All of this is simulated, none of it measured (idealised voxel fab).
This is a process module. Its name is voxel self aligned vias.
In the cross-section labelled cut, the width is 250 nm and each square cell is 5 nm.
Throughout this document, each cross-section is represented as a grid of square cells and is presented as a sequence of bands enumerated from the top downward, where a band comprises one or more rows of cells.
It is stipulated that each band's entry specify, in nanometres, the height of the top of the band and then that of its bottom, followed by the materials of the band in left-to-right sequence, each together with its width in nanometres. A single material marked by the word "full width" is understood to fill the band from edge to edge; the word "empty" is understood to denote empty space.
Heads up on the height convention: 0 is the point under which the incoming wafer is all one material, and the lowest band has no bottom, it just keeps going down, like "0 -> down".
The two numbers in a width such as "30 to 40" mark its ends across the band: the first belongs to the top row of cells, the second to the bottom row, and from each row to the next the width moves by the same amount.
The cross-section has no changed cell in any step marked "all unchanged".
"Enclosed void listing" lists enclosed empty spaces (at least 8 cells, no open path upward to the top), each as width x height at distance from the left edge, in nm.
Text after the settings on a step's line: the simulator's own remark on that step.
Regarding "overlay nm": on a step with a mask, it is the distance the mask lay to the right of its planned place; a negative value places it to the left.
Before/after cross-section pairs, one process step each; after shown to lowest changed band; step and settings beneath. Pairs may be from different runs of this module on the same starting wafer; a pair continues from the one above only where its "Before processing" entry says so.

BEFORE PROCESSING
    0 -> down = Si full width
    Enclosed void listing: none

CUT VIEW, POST-STEP
    15 -> 0 = SiO2 full width
    Anything lower than 0 is untouched.
    Enclosed void listing: none
Can you say which step sits between the two cross-sections above? CONFORMAL_DEP [material SiO2] [thk nm 15]

Before processing: refer to the pair immediately above; the cross-section shown after its step is the state before this one.

CUT VIEW, POST-STEP
    20 -> 15 = SiCN full width
    Anything lower than 15 is untouched.
    Enclosed void listing: none
Can you say which step sits between the two cross-sections above? CONFORMAL_DEP [material SiCN] [thk nm 5]

Before processing: refer to the pair immediately above; the cross-section shown after its step is the state before this one.

CUT VIEW, POST-STEP
    45 -> 20 = lowk full width
    Anything lower than 20 is untouched.
    Enclosed void listing: none
Can you say which step sits between the two cross-sections above? DIRECTIONAL_DEP [material lowk] [thk nm 25]

Before processing: refer to the pair immediately above; the cross-section shown after its step is the state before this one.

CUT VIEW, POST-STEP
    45 -> 20 = lowk=80, empty=25, lowk=35, empty=25, lowk=85
    Anything lower than 20 is untouched.
    Enclosed void listing: none
Can you say which step sits between the two cross-sections above? MASKED_ETCH [tone open] [mask id LINES] [width nm 25] [pitch nm 60] [etch materials lowk] [depth nm 25] [overlay nm 0]

Before processing: refer to the pair immediately above; the cross-section shown after its step is the state before this one.

CUT VIEW, POST-STEP
    50 -> 45 = TiN=85, empty=15, TiN=45, empty=15, TiN=90
    45 -> 25 = lowk=80, TiN=5, empty=15, TiN=5, lowk=35, TiN=5, empty=15, TiN=5, lowk=85
    25 -> 20 = lowk=80, TiN=25, lowk=35, TiN=25, lowk=85
    Anything lower than 20 is untouched.
    Enclosed void listing: none
Can you say which step sits between the two cross-sections above? CONFORMAL_DEP [material TiN] [thk nm 5]

Before processing: refer to the pair immediately above; the cross-section shown after its step is the state before this one.

CUT VIEW, POST-STEP
    55 -> 50 = W full width
    50 -> 45 = TiN=85, W=15, TiN=45, W=15, TiN=90
    45 -> 25 = lowk=80, TiN=5, W=15, TiN=5, lowk=35, TiN=5, W=15, TiN=5, lowk=85
    Anything lower than 25 is untouched.
    Enclosed void listing: none
Can you say which step sits between the two cross-sections above? FILL_DEP [material W] [thk nm 5]

Before processing: refer to the pair immediately above; the cross-section shown after its step is the state before this one.

CUT VIEW, POST-STEP
    45 -> 25 = lowk=80, TiN=5, W=15, TiN=5, lowk=35, TiN=5, W=15, TiN=5, lowk=85
    Anything lower than 25 is untouched.
    Enclosed void listing: none
Can you say which step sits between the two cross-sections above? CMP [height nm 45]

Before processing: refer to the pair immediately above; the cross-section shown after its step is the state before this one.

CUT VIEW, POST-STEP
    45 -> 35 = lowk=80, empty=25, lowk=35, empty=25, lowk=85
    Anything lower than 35 is untouched.
    Enclosed void listing: none
Can you say which step sits between the two cross-sections above? SELECTIVE_ETCH [etch materials W Ru TiN] [depth nm 10]

Before processing: refer to the pair immediately above; the cross-section shown after its step is the state before this one.

CUT VIEW, POST-STEP
    50 -> 45 = SiN full width
    45 -> 35 = lowk=80, SiN=25, lowk=35, SiN=25, lowk=85
    Anything lower than 35 is untouched.
    Enclosed void listing: none
Can you say which step sits between the two cross-sections above? FILL_DEP [material SiN] [thk nm 5]

Before processing: refer to the pair immediately above; the cross-section shown after its step is the state before this one.

CUT VIEW, POST-STEP
    45 -> 35 = lowk=80, SiN=25, lowk=35, SiN=25, lowk=85
    Anything lower than 35 is untouched.
    Enclosed void listing: none
Can you say which step sits between the two cross-sections above? CMP [height nm 45]

Before processing: refer to the pair immediately above; the cross-section shown after its step is the state before this one.

CUT VIEW, POST-STEP
    65 -> 45 = lowk full width
    Anything lower than 45 is untouched.
    Enclosed void listing: none
Can you say which step sits between the two cross-sections above? DIRECTIONAL_DEP [material lowk] [thk nm 20]

Before processing: refer to the pair immediately above; the cross-section shown after its step is the state before this one.

CUT VIEW, POST-STEP
    75 -> 65 = aC full width
    Anything lower than 65 is untouched.
    Enclosed void listing: none
Can you say which step sits between the two cross-sections above? DIRECTIONAL_DEP [material aC] [thk nm 10]

Before processing: refer to the pair immediately above; the cross-section shown after its step is the state before this one.

CUT VIEW, POST-STEP
    105 -> 75 = resist=70, empty=45, resist=15, empty=45, resist=75
    Anything lower than 75 is untouched.
    Enclosed void listing: none
Can you say which step sits between the two cross-sections above? PATTERN [tone open] [mask id VIAS] [material resist] [width nm 45] [pitch nm 60] [thk nm 30] [overlay nm 0]

Before processing: refer to the pair immediately above; the cross-section shown after its step is the state before this one.

CUT VIEW, POST-STEP
    95 -> 75 = resist=70, empty=45, resist=15, empty=45, resist=75
    75 -> 65 = aC=70, empty=45, aC=15, empty=45, aC=75
    Anything lower than 65 is untouched.
    Enclosed void listing: none
Can you say which step sits between the two cross-sections above? DIRECTIONAL_ETCH [etch materials aC] [depth nm 10]

Before processing: refer to the pair immediately above; the cross-section shown after its step is the state before this one.

CUT VIEW, POST-STEP
    75 -> 65 = aC=70, empty=45, aC=15, empty=45, aC=75
    Anything lower than 65 is untouched.
    Enclosed void listing: none
Can you say which step sits between the two cross-sections above? STRIP [etch materials resist]

Before processing: refer to the pair immediately above; the cross-section shown after its step is the state before this one.

CUT VIEW, POST-STEP
    75 -> 65 = aC=70, empty=45, aC=15, empty=45, aC=75
    65 -> 45 = lowk=70, empty=45, lowk=15, empty=45, lowk=75
    Anything lower than 45 is untouched.
    Enclosed void listing: none
Can you say which step sits between the two cross-sections above? DIRECTIONAL_ETCH [etch materials lowk] [depth nm 20]

Before processing: refer to the pair immediately above; the cross-section shown after its step is the state before this one.

CUT VIEW, POST-STEP
    75 -> 65 = aC=70, empty=45, aC=15, empty=45, aC=75
    65 -> 45 = lowk=70, empty=45, lowk=15, empty=45, lowk=75
    45 -> 35 = lowk=80, empty=25, lowk=35, empty=25, lowk=85
    Anything lower than 35 is untouched.
    Enclosed void listing: none
Can you say which step sits between the two cross-sections above? DIRECTIONAL_ETCH [etch materials SiN] [depth nm 10]

Before processing: refer to the pair immediately above; the cross-section shown after its step is the state before this one.

CUT VIEW, POST-STEP
    65 -> 45 = lowk=70, empty=45, lowk=15, empty=45, lowk=75
    Anything lower than 45 is untouched.
    Enclosed void listing: none
Can you say which step sits between the two cross-sections above? STRIP [etch materials aC]

Before processing: refer to the pair immediately above; the cross-section shown after its step is the state before this one.

CUT VIEW, POST-STEP
    70 -> 65 = TiN=75, empty=35, TiN=25, empty=35, TiN=80
    65 -> 50 = lowk=70, TiN=5, empty=35, TiN=5, lowk=15, TiN=5, empty=35, TiN=5, lowk=75
    50 -> 40 = lowk=70 to 80, TiN=15 to 5, empty=15, TiN=15 to 5, lowk=15 to 35, TiN=15 to 5, empty=15, TiN=15 to 5, lowk=75 to 85
    40 -> 35 = lowk=80, TiN=25, lowk=35, TiN=25, lowk=85
    Anything lower than 35 is untouched.
    Enclosed void listing: none
Can you say which step sits between the two cross-sections above? CONFORMAL_DEP [material TiN] [thk nm 5]

Before processing: refer to the pair immediately above; the cross-section shown after its step is the state before this one.

CUT VIEW, POST-STEP
    80 -> 70 = Cu full width
    70 -> 65 = TiN=75, Cu=35, TiN=25, Cu=35, TiN=80
    65 -> 50 = lowk=70, TiN=5, Cu=35, TiN=5, lowk=15, TiN=5, Cu=35, TiN=5, lowk=75
    50 -> 40 = lowk=70 to 80, TiN=15 to 5, Cu=15, TiN=15 to 5, lowk=15 to 35, TiN=15 to 5, Cu=15, TiN=15 to 5, lowk=75 to 85
    Anything lower than 40 is untouched.
    Enclosed void listing: none
Can you say which step sits between the two cross-sections above? FILL_DEP [material Cu] [thk nm 10]

Before processing: refer to the pair immediately above; the cross-section shown after its step is the state before this one.

CUT VIEW, POST-STEP
    65 -> 50 = lowk=70, TiN=5, Cu=35, TiN=5, lowk=15, TiN=5, Cu=35, TiN=5, lowk=75
    Anything lower than 50 is untouched.
    Enclosed void listing: none
Can you say which step sits between the two cross-sections above? CMP [height nm 65]

Before processing: refer to the pair immediately above; the cross-section shown after its step is the state before this one.

CUT VIEW, POST-STEP
    70 -> 65 = SiCN full width
    Anything lower than 65 is untouched.
    Enclosed void listing: none
Can you say which step sits between the two cross-sections above? CONFORMAL_DEP [material SiCN] [thk nm 5]

BEFORE PROCESSING
    80 -> 70 = Cu full width
    70 -> 65 = TiN=75, Cu=35, TiN=25, Cu=35, TiN=80
    65 -> 50 = lowk=70, TiN=5, Cu=35, TiN=5, lowk=15, TiN=5, Cu=35, TiN=5, lowk=75
    50 -> 40 = lowk=70 to 80, TiN=15 to 5, Cu=15, TiN=15 to 5, lowk=15 to 35, TiN=15 to 5, Cu=15, TiN=15 to 5, lowk=75 to 85
    40 -> 35 = lowk=80, TiN=25, lowk=35, TiN=25, lowk=85
    35 -> 25 = lowk=80, TiN=5, W=15, TiN=5, lowk=35, TiN=5, W=15, TiN=5, lowk=85
    25 -> 20 = lowk=80, TiN=25, lowk=35, TiN=25, lowk=85
    20 -> 15 = SiCN full width
    15 -> 0 = SiO2 full width
    0 -> down = Si full width
    Enclosed void listing: none

CUT VIEW, POST-STEP
    85 -> 80 = SiCN full width
    Anything lower than 80 is untouched.
    Enclosed void listing: none
Can you say which step sits between the two cross-sections above? CONFORMAL_DEP [material SiCN] [thk nm 5]

BEFORE PROCESSING
    15 -> 0 = SiO2 full width
    0 -> down = Si full width
    Enclosed void listing: none

CUT VIEW, POST-STEP
    30 -> 0 = SiO2 full width
    Anything lower than 0 is untouched.
    Enclosed void listing: none
Can you say which step sits between the two cross-sections above? CONFORMAL_DEP [material SiO2] [thk nm 15]

Before processing: refer to the pair immediately above; the cross-section shown after its step is the state before this one.

CUT VIEW, POST-STEP
    35 -> 30 = SiCN full width
    Anything lower than 30 is untouched.
    Enclosed void listing: none
Can you say which step sits between the two cross-sections above? CONFORMAL_DEP [material SiCN] [thk nm 5]

Before processing: refer to the pair immediately above; the cross-section shown after its step is the state before this one.

CUT VIEW, POST-STEP
    60 -> 35 = lowk full width
    Anything lower than 35 is untouched.
    Enclosed void listing: none
Can you say which step sits between the two cross-sections above? DIRECTIONAL_DEP [material lowk] [thk nm 25]

Before processing: refer to the pair immediately above; the cross-section shown after its step is the state before this one.

CUT VIEW, POST-STEP
    60 -> 35 = lowk=80, empty=25, lowk=35, empty=25, lowk=85
    Anything lower than 35 is untouched.
    Enclosed void listing: none
Can you say which step sits between the two cross-sections above? MASKED_ETCH [tone open] [mask id LINES] [width nm 25] [pitch nm 60] [etch materials lowk] [depth nm 25] [overlay nm 0]

Before processing: refer to the pair immediately above; the cross-section shown after its step is the state before this one.

CUT VIEW, POST-STEP
    65 -> 60 = TiN=85, empty=15, TiN=45, empty=15, TiN=90
    60 -> 40 = lowk=80, TiN=5, empty=15, TiN=5, lowk=35, TiN=5, empty=15, TiN=5, lowk=85
    40 -> 35 = lowk=80, TiN=25, lowk=35, TiN=25, lowk=85
    Anything lower than 35 is untouched.
    Enclosed void listing: none
Can you say which step sits between the two cross-sections above? CONFORMAL_DEP [material TiN] [thk nm 5]

Before processing: refer to the pair immediately above; the cross-section shown after its step is the state before this one.

CUT VIEW, POST-STEP
    70 -> 65 = W full width
    65 -> 60 = TiN=85, W=15, TiN=45, W=15, TiN=90
    60 -> 40 = lowk=80, TiN=5, W=15, TiN=5, lowk=35, TiN=5, W=15, TiN=5, lowk=85
    Anything lower than 40 is untouched.
    Enclosed void listing: none
Can you say which step sits between the two cross-sections above? FILL_DEP [material W] [thk nm 5]

Before processing: refer to the pair immediately above; the cross-section shown after its step is the state before this one.

CUT VIEW, POST-STEP
    45 -> 40 = lowk=80, TiN=5, W=15, TiN=5, lowk=35, TiN=5, W=15, TiN=5, lowk=85
    Anything lower than 40 is untouched.
    Enclosed void listing: none
Can you say which step sits between the two cross-sections above? CMP [height nm 45]

Before processing: refer to the pair immediately above; the cross-section shown after its step is the state before this one.

CUT VIEW, POST-STEP
    45 -> 35 = lowk=80, empty=25, lowk=35, empty=25, lowk=85
    Anything lower than 35 is untouched.
    Enclosed void listing: none
Can you say which step sits between the two cross-sections above? SELECTIVE_ETCH [etch materials W Ru TiN] [depth nm 10]

Before processing: refer to the pair immediately above; the cross-section shown after its step is the state before this one.

CUT VIEW, POST-STEP
    50 -> 45 = SiN full width
    45 -> 35 = lowk=80, SiN=25, lowk=35, SiN=25, lowk=85
    Anything lower than 35 is untouched.
    Enclosed void listing: none
Can you say which step sits between the two cross-sections above? FILL_DEP [material SiN] [thk nm 5]

Before processing: refer to the pair immediately above; the cross-section shown after its step is the state before this one.

CUT VIEW, POST-STEP
    45 -> 35 = lowk=80, SiN=25, lowk=35, SiN=25, lowk=85
    Anything lower than 35 is untouched.
    Enclosed void listing: none
Can you say which step sits between the two cross-sections above? CMP [height nm 45]

Before processing: refer to the pair immediately above; the cross-section shown after its step is the state before this one.

CUT VIEW, POST-STEP
    65 -> 45 = lowk full width
    Anything lower than 45 is untouched.
    Enclosed void listing: none
Can you say which step sits between the two cross-sections above? DIRECTIONAL_DEP [material lowk] [thk nm 20]

Before processing: refer to the pair immediately above; the cross-section shown after its step is the state before this one.

CUT VIEW, POST-STEP
    75 -> 65 = aC full width
    Anything lower than 65 is untouched.
    Enclosed void listing: none
Can you say which step sits between the two cross-sections above? DIRECTIONAL_DEP [material aC] [thk nm 10]

Before processing: refer to the pair immediately above; the cross-section shown after its step is the state before this one.

CUT VIEW, POST-STEP
    105 -> 75 = resist=70, empty=45, resist=15, empty=45, resist=75
    Anything lower than 75 is untouched.
    Enclosed void listing: none
Can you say which step sits between the two cross-sections above? PATTERN [tone open] [mask id VIAS] [material resist] [width nm 45] [pitch nm 60] [thk nm 30] [overlay nm 0]

Before processing: refer to the pair immediately above; the cross-section shown after its step is the state before this one.

CUT VIEW, POST-STEP
    95 -> 75 = resist=70, empty=45, resist=15, empty=45, resist=75
    75 -> 65 = aC=70, empty=45, aC=15, empty=45, aC=75
    Anything lower than 65 is untouched.
    Enclosed void listing: none
Can you say which step sits between the two cross-sections above? DIRECTIONAL_ETCH [etch materials aC] [depth nm 10]

Before processing: refer to the pair immediately above; the cross-section shown after its step is the state before this one.

CUT VIEW, POST-STEP
    75 -> 65 = aC=70, empty=45, aC=15, empty=45, aC=75
    Anything lower than 65 is untouched.
    Enclosed void listing: none
Can you say which step sits between the two cross-sections above? STRIP [etch materials resist]

Before processing: refer to the pair immediately above; the cross-section shown after its step is the state before this one.

CUT VIEW, POST-STEP
    75 -> 65 = aC=70, empty=45, aC=15, empty=45, aC=75
    65 -> 45 = lowk=70, empty=45, lowk=15, empty=45, lowk=75
    Anything lower than 45 is untouched.
    Enclosed void listing: none
Can you say which step sits between the two cross-sections above? DIRECTIONAL_ETCH [etch materials lowk] [depth nm 20]

Before processing: refer to the pair immediately above; the cross-section shown after its step is the state before this one.

CUT VIEW, POST-STEP
    75 -> 65 = aC=70, empty=45, aC=15, empty=45, aC=75
    65 -> 45 = lowk=70, empty=45, lowk=15, empty=45, lowk=75
    45 -> 35 = lowk=80, empty=25, lowk=35, empty=25, lowk=85
    Anything lower than 35 is untouched.
    Enclosed void listing: none
Can you say which step sits between the two cross-sections above? DIRECTIONAL_ETCH [etch materials SiN] [depth nm 10]

Before processing: refer to the pair immediately above; the cross-section shown after its step is the state before this one.

CUT VIEW, POST-STEP
    65 -> 45 = lowk=70, empty=45, lowk=15, empty=45, lowk=75
    Anything lower than 45 is untouched.
    Enclosed void listing: none
Can you say which step sits between the two cross-sections above? STRIP [etch materials aC]

Before processing: refer to the pair immediately above; the cross-section shown after its step is the state before this one.

CUT VIEW, POST-STEP
    70 -> 65 = TiN=75, empty=35, TiN=25, empty=35, TiN=80
    65 -> 50 = lowk=70, TiN=5, empty=35, TiN=5, lowk=15, TiN=5, empty=35, TiN=5, lowk=75
    50 -> 40 = lowk=70 to 80, TiN=15 to 5, empty=15, TiN=15 to 5, lowk=15 to 35, TiN=15 to 5, empty=15, TiN=15 to 5, lowk=75 to 85
    40 -> 35 = lowk=80, TiN=25, lowk=35, TiN=25, lowk=85
    Anything lower than 35 is untouched.
    Enclosed void listing: none
Can you say which step sits between the two cross-sections above? CONFORMAL_DEP [material TiN] [thk nm 5]

Before processing: refer to the pair immediately above; the cross-section shown after its step is the state before this one.

CUT VIEW, POST-STEP
    80 -> 70 = Cu full width
    70 -> 65 = TiN=75, Cu=35, TiN=25, Cu=35, TiN=80
    65 -> 50 = lowk=70, TiN=5, Cu=35, TiN=5, lowk=15, TiN=5, Cu=35, TiN=5, lowk=75
    50 -> 40 = lowk=70 to 80, TiN=15 to 5, Cu=15, TiN=15 to 5, lowk=15 to 35, TiN=15 to 5, Cu=15, TiN=15 to 5, lowk=75 to 85
    Anything lower than 40 is untouched.
    Enclosed void listing: none
Can you say which step sits between the two cross-sections above? FILL_DEP [material Cu] [thk nm 10]

Before processing: refer to the pair immediately above; the cross-section shown after its step is the state before this one.

CUT VIEW, POST-STEP
    65 -> 50 = lowk=70, TiN=5, Cu=35, TiN=5, lowk=15, TiN=5, Cu=35, TiN=5, lowk=75
    Anything lower than 50 is untouched.
    Enclosed void listing: none
Can you say which step sits between the two cross-sections above? CMP [height nm 65]

Before processing: refer to the pair immediately above; the cross-section shown after its step is the state before this one.

CUT VIEW, POST-STEP
    70 -> 65 = SiCN full width
    Anything lower than 65 is untouched.
    Enclosed void listing: none
Can you say which step sits between the two cross-sections above? CONFORMAL_DEP [material SiCN] [thk nm 5]

BEFORE PROCESSING
    0 -> down = Si full width
    Enclosed void listing: none

CUT VIEW, POST-STEP
    5 -> 0 = SiCN full width
    Anything lower than 0 is untouched.
    Enclosed void listing: none
Can you say which step sits between the two cross-sections above? CONFORMAL_DEP [material SiCN] [thk nm 5]

Before processing: refer to the pair immediately above; the cross-section shown after its step is the state before this one.

CUT VIEW, POST-STEP
    20 -> 5 = SiO2 full width
    Anything lower than 5 is untouched.
    Enclosed void listing: none
Can you say which step sits between the two cross-sections above? CONFORMAL_DEP [material SiO2] [thk nm 15]

Before processing: refer to the pair immediately above; the cross-section shown after its step is the state before this one.

CUT VIEW, POST-STEP
    45 -> 20 = lowk full width
    Anything lower than 20 is untouched.
    Enclosed void listing: none
Can you say which step sits between the two cross-sections above? DIRECTIONAL_DEP [material lowk] [thk nm 25]

Before processing: refer to the pair immediately above; the cross-section shown after its step is the state before this one.

CUT VIEW, POST-STEP
    45 -> 20 = lowk=80, empty=25, lowk=35, empty=25, lowk=85
    Anything lower than 20 is untouched.
    Enclosed void listing: none
Can you say which step sits between the two cross-sections above? MASKED_ETCH [tone open] [mask id LINES] [width nm 25] [pitch nm 60] [etch materials lowk] [depth nm 25] [overlay nm 0]

Before processing: refer to the pair immediately above; the cross-section shown after its step is the state before this one.

CUT VIEW, POST-STEP
    50 -> 45 = TiN=85, empty=15, TiN=45, empty=15, TiN=90
    45 -> 25 = lowk=80, TiN=5, empty=15, TiN=5, lowk=35, TiN=5, empty=15, TiN=5, lowk=85
    25 -> 20 = lowk=80, TiN=25, lowk=35, TiN=25, lowk=85
    Anything lower than 20 is untouched.
    Enclosed void listing: none
Can you say which step sits between the two cross-sections above? CONFORMAL_DEP [material TiN] [thk nm 5]

Before processing: refer to the pair immediately above; the cross-section shown after its step is the state before this one.

CUT VIEW, POST-STEP
    55 -> 50 = W full width
    50 -> 45 = TiN=85, W=15, TiN=45, W=15, TiN=90
    45 -> 25 = lowk=80, TiN=5, W=15, TiN=5, lowk=35, TiN=5, W=15, TiN=5, lowk=85
    Anything lower than 25 is untouched.
    Enclosed void listing: none
Can you say which step sits between the two cross-sections above? FILL_DEP [material W] [thk nm 5]

Before processing: refer to the pair immediately above; the cross-section shown after its step is the state before this one.

CUT VIEW, POST-STEP
    45 -> 25 = lowk=80, TiN=5, W=15, TiN=5, lowk=35, TiN=5, W=15, TiN=5, lowk=85
    Anything lower than 25 is untouched.
    Enclosed void listing: none
Can you say which step sits between the two cross-sections above? CMP [height nm 45]

Before processing: refer to the pair immediately above; the cross-section shown after its step is the state before this one.

CUT VIEW, POST-STEP
    45 -> 35 = lowk=80, empty=25, lowk=35, empty=25, lowk=85
    Anything lower than 35 is untouched.
    Enclosed void listing: none
Can you say which step sits between the two cross-sections above? SELECTIVE_ETCH [etch materials W Ru TiN] [depth nm 10]

Before processing: refer to the pair immediately above; the cross-section shown after its step is the state before this one.

CUT VIEW, POST-STEP
    50 -> 45 = SiN full width
    45 -> 35 = lowk=80, SiN=25, lowk=35, SiN=25, lowk=85
    Anything lower than 35 is untouched.
    Enclosed void listing: none
Can you say which step sits between the two cross-sections above? FILL_DEP [material SiN] [thk nm 5]

Before processing: refer to the pair immediately above; the cross-section shown after its step is the state before this one.

CUT VIEW, POST-STEP
    45 -> 35 = lowk=80, SiN=25, lowk=35, SiN=25, lowk=85
    Anything lower than 35 is untouched.
    Enclosed void listing: none
Can you say which step sits between the two cross-sections above? CMP [height nm 45]

Before processing: refer to the pair immediately above; the cross-section shown after its step is the state before this one.

CUT VIEW, POST-STEP
    65 -> 45 = lowk full width
    Anything lower than 45 is untouched.
    Enclosed void listing: none
Can you say which step sits between the two cross-sections above? DIRECTIONAL_DEP [material lowk] [thk nm 20]

Before processing: refer to the pair immediately above; the cross-section shown after its step is the state before this one.

CUT VIEW, POST-STEP
    75 -> 65 = aC full width
    Anything lower than 65 is untouched.
    Enclosed void listing: none
Can you say which step sits between the two cross-sections above? DIRECTIONAL_DEP [material aC] [thk nm 10]

Before processing: refer to the pair immediately above; the cross-section shown after its step is the state before this one.

CUT VIEW, POST-STEP
    105 -> 75 = resist=70, empty=45, resist=15, empty=45, resist=75
    Anything lower than 75 is untouched.
    Enclosed void listing: none
Can you say which step sits between the two cross-sections above? PATTERN [tone open] [mask id VIAS] [material resist] [width nm 45] [pitch nm 60] [thk nm 30] [overlay nm 0]

Before processing: refer to the pair immediately above; the cross-section shown after its step is the state before this one.

CUT VIEW, POST-STEP
    95 -> 75 = resist=70, empty=45, resist=15, empty=45, resist=75
    75 -> 65 = aC=70, empty=45, aC=15, empty=45, aC=75
    Anything lower than 65 is untouched.
    Enclosed void listing: none
Can you say which step sits between the two cross-sections above? DIRECTIONAL_ETCH [etch materials aC] [depth nm 10]

Before processing: refer to the pair immediately above; the cross-section shown after its step is the state before this one.

CUT VIEW, POST-STEP
    75 -> 65 = aC=70, empty=45, aC=15, empty=45, aC=75
    Anything lower than 65 is untouched.
    Enclosed void listing: none
Can you say which step sits between the two cross-sections above? STRIP [etch materials resist]

Before processing: refer to the pair immediately above; the cross-section shown after its step is the state before this one.

CUT VIEW, POST-STEP
    75 -> 65 = aC=70, empty=45, aC=15, empty=45, aC=75
    65 -> 45 = lowk=70, empty=45, lowk=15, empty=45, lowk=75
    Anything lower than 45 is untouched.
    Enclosed void listing: none
Can you say which step sits between the two cross-sections above? DIRECTIONAL_ETCH [etch materials lowk] [depth nm 20]

Before processing: refer to the pair immediately above; the cross-section shown after its step is the state before this one.

CUT VIEW, POST-STEP
    75 -> 65 = aC=70, empty=45, aC=15, empty=45, aC=75
    65 -> 45 = lowk=70, empty=45, lowk=15, empty=45, lowk=75
    45 -> 35 = lowk=80, empty=25, lowk=35, empty=25, lowk=85
    Anything lower than 35 is untouched.
    Enclosed void listing: none
Can you say which step sits between the two cross-sections above? DIRECTIONAL_ETCH [etch materials SiN] [depth nm 10]

Before processing: refer to the pair immediately above; the cross-section shown after its step is the state before this one.

CUT VIEW, POST-STEP
    65 -> 45 = lowk=70, empty=45, lowk=15, empty=45, lowk=75
    Anything lower than 45 is untouched.
    Enclosed void listing: none
Can you say which step sits between the two cross-sections above? STRIP [etch materials aC]

Before processing: refer to the pair immediately above; the cross-section shown after its step is the state before this one.

CUT VIEW, POST-STEP
    70 -> 65 = TiN=75, empty=35, TiN=25, empty=35, TiN=80
    65 -> 50 = lowk=70, TiN=5, empty=35, TiN=5, lowk=15, TiN=5, empty=35, TiN=5, lowk=75
    50 -> 40 = lowk=70 to 80, TiN=15 to 5, empty=15, TiN=15 to 5, lowk=15 to 35, TiN=15 to 5, empty=15, TiN=15 to 5, lowk=75 to 85
    40 -> 35 = lowk=80, TiN=25, lowk=35, TiN=25, lowk=85
    Anything lower than 35 is untouched.
    Enclosed void listing: none
Can you say which step sits between the two cross-sections above? CONFORMAL_DEP [material TiN] [thk nm 5]

Before processing: refer to the pair immediately above; the cross-section shown after its step is the state before this one.

CUT VIEW, POST-STEP
    80 -> 70 = Cu full width
    70 -> 65 = TiN=75, Cu=35, TiN=25, Cu=35, TiN=80
    65 -> 50 = lowk=70, TiN=5, Cu=35, TiN=5, lowk=15, TiN=5, Cu=35, TiN=5, lowk=75
    50 -> 40 = lowk=70 to 80, TiN=15 to 5, Cu=15, TiN=15 to 5, lowk=15 to 35, TiN=15 to 5, Cu=15, TiN=15 to 5, lowk=75 to 85
    Anything lower than 40 is untouched.
    Enclosed void listing: none
Can you say which step sits between the two cross-sections above? FILL_DEP [material Cu] [thk nm 10]

Before processing: refer to the pair immediately above; the cross-section shown after its step is the state before this one.

CUT VIEW, POST-STEP
    65 -> 50 = lowk=70, TiN=5, Cu=35, TiN=5, lowk=15, TiN=5, Cu=35, TiN=5, lowk=75
    Anything lower than 50 is untouched.
    Enclosed void listing: none
Can you say which step sits between the two cross-sections above? CMP [height nm 65]

Before processing: refer to the pair immediately above; the cross-section shown after its step is the state before this one.

CUT VIEW, POST-STEP
    70 -> 65 = SiCN full width
    Anything lower than 65 is untouched.
    Enclosed void listing: none
Can you say which step sits between the two cross-sections above? CONFORMAL_DEP [material SiCN] [thk nm 5]

BEFORE PROCESSING
    75 -> 65 = aC=70, empty=45, aC=15, empty=45, aC=75
    65 -> 45 = lowk=70, empty=45, lowk=15, empty=45, lowk=75
    45 -> 35 = lowk=80, SiN=25, lowk=35, SiN=25, lowk=85
    35 -> 25 = lowk=80, TiN=5, W=15, TiN=5, lowk=35, TiN=5, W=15, TiN=5, lowk=85
    25 -> 20 = lowk=80, TiN=25, lowk=35, TiN=25, lowk=85
    20 -> 15 = SiCN full width
    15 -> 0 = SiO2 full width
    0 -> down = Si full width
    Enclosed void listing: none

CUT VIEW, POST-STEP
    75 -> 65 = aC=70, empty=45, aC=15, empty=45, aC=75
    65 -> 45 = lowk=70, empty=45, lowk=15, empty=45, lowk=75
    45 -> 40 = lowk=80, empty=25, lowk=35, empty=25, lowk=85
    Anything lower than 40 is untouched.
    Enclosed void listing: none
Can you say which step sits between the two cross-sections above? DIRECTIONAL_ETCH [etch materials SiN] [depth nm 5]

Before processing: refer to the pair immediately above; the cross-section shown after its step is the state before this one.

CUT VIEW, POST-STEP
    65 -> 45 = lowk=70, empty=45, lowk=15, empty=45, lowk=75
    Anything lower than 45 is untouched.
    Enclosed void listing: none
Can you say which step sits between the two cross-sections above? STRIP [etch materials aC]

Before processing: refer to the pair immediately above; the cross-section shown after its step is the state before this one.

CUT VIEW, POST-STEP
    70 -> 65 = TiN=75, empty=35, TiN=25, empty=35, TiN=80
    65 -> 50 = lowk=70, TiN=5, empty=35, TiN=5, lowk=15, TiN=5, empty=35, TiN=5, lowk=75
    50 -> 45 = lowk=70, TiN=15, empty=15, TiN=15, lowk=15, TiN=15, empty=15, TiN=15, lowk=75
    45 -> 40 = lowk=80, TiN=25, lowk=35, TiN=25, lowk=85
    Anything lower than 40 is untouched.
    Enclosed void listing: none
Can you say which step sits between the two cross-sections above? CONFORMAL_DEP [material TiN] [thk nm 5]

Before processing: refer to the pair immediately above; the cross-section shown after its step is the state before this one.

CUT VIEW, POST-STEP
    80 -> 70 = Cu full width
    70 -> 65 = TiN=75, Cu=35, TiN=25, Cu=35, TiN=80
    65 -> 50 = lowk=70, TiN=5, Cu=35, TiN=5, lowk=15, TiN=5, Cu=35, TiN=5, lowk=75
    50 -> 45 = lowk=70, TiN=15, Cu=15, TiN=15, lowk=15, TiN=15, Cu=15, TiN=15, lowk=75
    Anything lower than 45 is untouched.
    Enclosed void listing: none
Can you say which step sits between the two cross-sections above? FILL_DEP [material Cu] [thk nm 10]

Before processing: refer to the pair immediately above; the cross-section shown after its step is the state before this one.

CUT VIEW, POST-STEP
    65 -> 50 = lowk=70, TiN=5, Cu=35, TiN=5, lowk=15, TiN=5, Cu=35, TiN=5, lowk=75
    Anything lower than 50 is untouched.
    Enclosed void listing: none
Can you say which step sits between the two cross-sections above? CMP [height nm 65]

Before processing: refer to the pair immediately above; the cross-section shown after its step is the state before this one.

CUT VIEW, POST-STEP
    70 -> 65 = SiCN full width
    Anything lower than 65 is untouched.
    Enclosed void listing: none
Can you say which step sits between the two cross-sections above? CONFORMAL_DEP [material SiCN] [thk nm 5]
